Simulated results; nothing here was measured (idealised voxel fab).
Title: Process Module voxel wiring stack
The width of the displayed cross-section, cut, is 260 nm; its cells are square, with a size of 5 nm.
For the purposes of this document, a cross-section shall be understood as a grid of square cells, specified as bands listed in top-to-bottom order, each band consisting of one or more rows of cells.
First you get the band's top height and its bottom height, in nm, and then the materials it's made of, left to right, with each width in nm. If you see a single material with "all across", that one covers the band edge to edge. "air" is empty space.
Height is counted from the level 0, under which the received wafer is composed throughout of one material. The lowest of the bands is not closed at the bottom but continues downward, in the notation "z 0 and below".
The expression "30 to 40" gives the width at the extremes of the band, the first number at its top row of cells and the second at its bottom row, with the width changing by equal amounts from each row to the next in between.
The cross-section has no changed cell in any step marked "no alteration".
The entry titled "Voids, fully enclosed" provides the empty spaces that have no open way to the top, restricted to those of 8 cells or more. Each is presented as width x height at distance, the distance being measured from the left edge, with all three in nm.
Past the settings on a step's line: simulator remark, on that step.
overlay nm: right-of-plan distance of the mask on a masked step; negative values mean left-of-plan.
The planned process steps are enumerated hereunder:
1: RECEIVE: material Si
2: CONFORMAL_DEP: material SiO2, thk nm 10
3: DIRECTIONAL_DEP: material TiN, thk nm 5
4: DIRECTIONAL_DEP: material W, thk nm 25
5: MASKED_ETCH: tone cover, mask id METAL_1, width nm 20, pitch nm 50, etch materials W, depth nm 25, overlay nm 0
6: MASKED_ETCH: tone cover, mask id METAL_1, width nm 20, pitch nm 50, etch materials TiN, depth nm 5, overlay nm 0
7: CONFORMAL_DEP: material SiN, thk nm 5
8: FILL_DEP: material lowk, thk nm 10
9: CMP: height nm 40
10: CONFORMAL_DEP: material SiCN, thk nm 5
11: DIRECTIONAL_DEP: material lowk, thk nm 15
12: MASKED_ETCH: tone open, mask id PLUG_1, width nm 15, pitch nm 100, etch materials lowk, depth nm 15, overlay nm 0
13: MASKED_ETCH: tone open, mask id PLUG_1, width nm 15, pitch nm 100, etch materials SiCN, depth nm 5, overlay nm 0
14: CONFORMAL_DEP: material TiN, thk nm 5
15: FILL_DEP: material Cu, thk nm 5
16: CMP: height nm 60
17: CONFORMAL_DEP: material SiCN, thk nm 5
18: DIRECTIONAL_DEP: material SiO2, thk nm 25
19: DIRECTIONAL_DEP: material aC, thk nm 15
20: PATTERN: tone open, mask id METAL_2, material resist, width nm 20, pitch nm 50, thk nm 30, overlay nm 0
21: DIRECTIONAL_ETCH: etch materials aC, depth nm 15
22: STRIP: etch materials resist
23: DIRECTIONAL_ETCH: etch materials SiO2, depth nm 25
24: DIRECTIONAL_ETCH: etch materials SiCN, depth nm 5
25: STRIP: etch materials aC
26: CONFORMAL_DEP: material TiN, thk nm 5
27: FILL_DEP: material Ru, thk nm 10
28: CMP: height nm 90
29: CONFORMAL_DEP: material SiCN, thk nm 5
30: DIRECTIONAL_DEP: material SiO2, thk nm 20
31: MASKED_ETCH: tone open, mask id PLUG_2, width nm 15, pitch nm 50, etch materials SiO2, depth nm 20, overlay nm 0
32: MASKED_ETCH: tone open, mask id PLUG_2, width nm 15, pitch nm 50, etch materials SiCN, depth nm 5, overlay nm 0
33: CONFORMAL_DEP: material TiN, thk nm 5
34: FILL_DEP: material W, thk nm 5
35: CMP: height nm 115
36: CONFORMAL_DEP: material SiCN, thk nm 5
37: DIRECTIONAL_DEP: material SiO2, thk nm 20
38: PATTERN: tone open, mask id METAL_3, material resist, width nm 20, pitch nm 50, thk nm 15, overlay nm 0
39: DIRECTIONAL_ETCH: etch materials SiO2, depth nm 20
40: DIRECTIONAL_ETCH: etch materials SiCN, depth nm 5
41: STRIP: etch materials resist
42: CONFORMAL_DEP: material TiN, thk nm 5
43: FILL_DEP: material Ru, thk nm 5
44: CMP: height nm 140
45: EPI: material Ru, thk nm 5
46: FILL_DEP: material SiCN, thk nm 5
Cross-sectional view of the wafer in its as-received condition, corresponding to the state after step 1:
  z 0 and below  Si all across
  Voids, fully enclosed: none
Cross-section, end of module. Start: as above. Plan: as above. Execution: one mistake:
  z 150 to 145  SiCN all across
  z 145 to 140  SiCN=65, Ru=30, SiCN=20, Ru=30, SiCN=20, Ru=30, SiCN=65
  z 140 to 120  SiO2=70, TiN=5, Ru=10, TiN=5, SiO2=30, TiN=5, Ru=10, TiN=5, SiO2=30, TiN=5, Ru=10, TiN=5, SiO2=70
  z 120 to 115  SiCN=70, TiN=20, SiCN=30, TiN=20, SiCN=30, TiN=20, SiCN=70
  z 115 to 95  SiO2=70, TiN=5, SiCN=5, TiN=5, SiO2=35, TiN=5, SiCN=5, TiN=5, SiO2=35, TiN=5, SiCN=5, TiN=5, SiO2=75
  z 95 to 90  SiCN=70, TiN=15, SiCN=35, TiN=15, SiCN=35, TiN=15, SiCN=75
  z 90 to 65  SiO2=70, TiN=5, Ru=10, TiN=5, SiO2=30, TiN=5, Ru=10, TiN=5, SiO2=30, TiN=5, Ru=10, TiN=5, SiO2=70
  z 65 to 60  SiCN=70, TiN=20, SiCN=30, TiN=20, SiCN=30, TiN=20, SiCN=70
  z 60 to 45  lowk=70, TiN=5, Cu=5, TiN=5, lowk=85, TiN=5, Cu=5, TiN=5, lowk=75
  z 45 to 40  SiCN=70, TiN=15, SiCN=85, TiN=15, SiCN=75
  z 40 to 15  lowk=65, SiN=5, W=20, SiN=5, lowk=20, SiN=5, W=20, SiN=5, lowk=20, SiN=5, W=20, SiN=5, lowk=65
  z 15 to 10  SiN=70, TiN=20, SiN=30, TiN=20, SiN=30, TiN=20, SiN=70
  z 10 to 0  SiO2 all across
  z 0 and below  Si all across
  Voids, fully enclosed: none
Here's what went sideways: step 34 did not use the planned setting and instead ran as FILL_DEP: material SiCN, thk nm 5
